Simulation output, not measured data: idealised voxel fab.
Herein follows the process module entitled voxel self aligned contacts.
FYI the section here is cut, 270 nm wide, cells are 5 nm squares.
If you're reading a cross-section in this doc, picture square cells in a grid; it comes to you as bands, top ones listed first down to the bottom, and a band can be one or more rows of cells. This entry defines a band. It first specifies the height of the band's top and the height of its bottom in nm, and then specifies the band's materials from left to right, stating each material with its width in nm. The word "everywhere" identifies a single material that fills the band from edge to edge, while the word "air" identifies empty space. Height reference: 0 = level under which incoming wafer is all one material. Lowest band: no bottom, runs on downward, e.g. "0 down". Read "30 to 40" as a graded width: first number on top, second number at the bottom, same change between each pair of neighbouring rows. Take "nothing was modified" at face value: in the step it is given for, the cross-section changed in none of its cells. In the "Fully enclosed voids" entry, you get each enclosed empty space of 8 cells or more, one with no open way to the top, written width x height at distance, distance from the left edge, in nm. The remark found on a step's line after its settings is issued by the simulator itself and pertains to that step. overlay nm: mask offset rightward from planned place, masked step; negative means leftward offset.

Process steps (planned):
1. op RECEIVE | material Si
2. op OXIDIZE | depth nm 5
3. op DIRECTIONAL_DEP | material polySi | thk nm 20
4. op DIRECTIONAL_DEP | material SiN | thk nm 20
5. op MASKED_ETCH | tone cover | mask id GATE | width nm 25 | pitch nm 60 | etch materials SiN | depth nm 20 | overlay nm 0
6. op MASKED_ETCH | tone cover | mask id GATE | width nm 25 | pitch nm 60 | etch materials polySi | depth nm 20 | overlay nm -15
7. op CONFORMAL_DEP | material SiN | thk nm 5
8. op DIRECTIONAL_ETCH | etch materials SiN | depth nm 5
9. op FILL_DEP | material SiO2 | thk nm 10
10. op CMP | height nm 45
11. op PATTERN | tone open | mask id CONTACT | material resist | width nm 45 | thk nm 15 | overlay nm 0
12. op DIRECTIONAL_ETCH | etch materials SiO2 | depth nm 50
13. op STRIP | etch materials resist
14. op CONFORMAL_DEP | material TiN | thk nm 5
15. op FILL_DEP | material W | thk nm 5
16. op CMP | height nm 45
17. op CONFORMAL_DEP | material SiCN | thk nm 5
Every wafer here starts from the same state; it is the step 6 overlay nm that distinguishes them, and the value the plan gives belongs to the first wafer.

Here's the first of the wafers in cross-section, just as we got it, i.e. after step 1:
- 0 down | Si everywhere
- Fully enclosed voids: none

First wafer of several, cross-section, module end, after step 17 (last):
- 50 to 45 | SiCN everywhere
- 45 to 40 | 110 nm SiO2; 15 nm TiN; 15 nm W; 15 nm TiN; 115 nm SiO2
- 40 to 25 | 85 nm SiO2; 35 nm SiN; 5 nm TiN; 15 nm W; 5 nm TiN; 35 nm SiN; 90 nm SiO2
- 25 to 20 | 85 nm SiO2; 35 nm SiN; 25 nm TiN; 35 nm SiN; 90 nm SiO2
- 20 to 0 | 70 nm SiO2; 5 nm SiN; 40 nm polySi; 5 nm SiN; 10 nm TiN; 5 nm SiN; 40 nm polySi; 5 nm SiN; 90 nm SiO2
- 0 to -5 | 120 nm SiO2; 10 nm TiN; 140 nm SiO2
- -5 down | Si everywhere
- Fully enclosed voids: none

Wafer cross-section (last wafer, module end):
- 50 to 45 | SiCN everywhere
- 45 to 40 | 110 nm SiO2; 15 nm TiN; 15 nm W; 15 nm TiN; 115 nm SiO2
- 40 to 25 | 85 nm SiO2; 35 nm SiN; 5 nm TiN; 15 nm W; 5 nm TiN; 35 nm SiN; 90 nm SiO2
- 25 to 20 | 85 nm SiO2; 35 nm SiN; 25 nm TiN; 35 nm SiN; 90 nm SiO2
- 20 to 0 | 85 nm SiO2; 5 nm SiN; 40 nm polySi; 5 nm SiN; 10 nm TiN; 5 nm SiN; 40 nm polySi; 5 nm SiN; 75 nm SiO2
- 0 to -5 | 135 nm SiO2; 10 nm TiN; 125 nm SiO2
- -5 down | Si everywhere
- Fully enclosed voids: none

Wafer rows, end of module: cells per material gained (+) or lost (-) since receipt; closed voids last:
overlay nm -15, -54 Si, +54 SiCN, +72 SiN, +365 SiO2, +27 TiN, +12 W, +64 polySi, Fully enclosed voids: none
overlay nm -10, -54 Si, +54 SiCN, +72 SiN, +368 SiO2, +27 TiN, +17 W, +56 polySi, Fully enclosed voids: none
overlay nm -5, -54 Si, +54 SiCN, +72 SiN, +371 SiO2, +27 TiN, +22 W, +48 polySi, Fully enclosed voids: none
overlay nm 0, -54 Si, +54 SiCN, +72 SiN, +374 SiO2, +27 TiN, +27 W, +40 polySi, Fully enclosed voids: none
overlay nm 5, -54 Si, +54 SiCN, +72 SiN, +371 SiO2, +27 TiN, +22 W, +48 polySi, Fully enclosed voids: none
overlay nm 10, -54 Si, +54 SiCN, +72 SiN, +368 SiO2, +27 TiN, +17 W, +56 polySi, Fully enclosed voids: none
overlay nm 15, -54 Si, +54 SiCN, +72 SiN, +365 SiO2, +27 TiN, +12 W, +64 polySi, Fully enclosed voids: none
